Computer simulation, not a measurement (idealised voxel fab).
process module | voxel tone inversion
cross-section cut | 200 nm wide | cells 5 nm
A cross-section is a grid of square cells, given in bands from the top down. A band is one or more rows of cells.
Each band's line starts with the height of the band's top and of its bottom, in nm. Then come its materials from left to right, each with its width in nm. One material with "throughout" fills the band from edge to edge. "air" is empty space.
Height 0 is the level under which the wafer as received is all one material. The lowest band goes on downwards, as in "0 down".
A width such as "30 to 40" changes by the same amount from each row of cells to the next, from the band's top row to its bottom row.
"no change" after a step means that no cell of the cross-section changed.
closed voids: empty space of 8 cells or more with no open way to the top, each as width x height at its distance from the left edge, in nm
after a step's settings: what the simulator itself notes on the step
overlay nm, on a step with a mask: how far to the right of its planned place the mask lay; to the left if negative
plan
1 op RECEIVE | material Si
2 op CONFORMAL_DEP | material SiCN | thk nm 5
3 op DIRECTIONAL_DEP | material polySi | thk nm 25
4 op PATTERN | tone cover | mask id POSTS | material resist | width nm 25 | pitch nm 45 | thk nm 30 | overlay nm 0
5 op DIRECTIONAL_ETCH | etch materials polySi | depth nm 25
6 op STRIP | etch materials resist
7 op FILL_DEP | material lowk | thk nm 10
8 op CMP | height nm 30
9 op STRIP | etch materials polySi
10 op CONFORMAL_DEP | material TiN | thk nm 5
11 op FILL_DEP | material Cu | thk nm 10
12 op CMP | height nm 30
13 op CONFORMAL_DEP | material SiN | thk nm 5
as received, after step 1
  0 down: Si throughout
  closed voids: none
a wafer at the end: this start, this plan, one mistake
  25 to 20: SiN throughout
  20 to 10: lowk 40 | TiN 5 | Cu 15 | TiN 5 | lowk 20 | TiN 5 | Cu 15 | TiN 5 | lowk 20 | TiN 5 | Cu 15 | TiN 5 | lowk 45
  10 to 5: lowk 40 | TiN 25 | lowk 20 | TiN 25 | lowk 20 | TiN 25 | lowk 45
  5 to 0: SiCN throughout
  0 down: Si throughout
  closed voids: none
what went wrong: step 12 ran as: op CMP | height nm 20
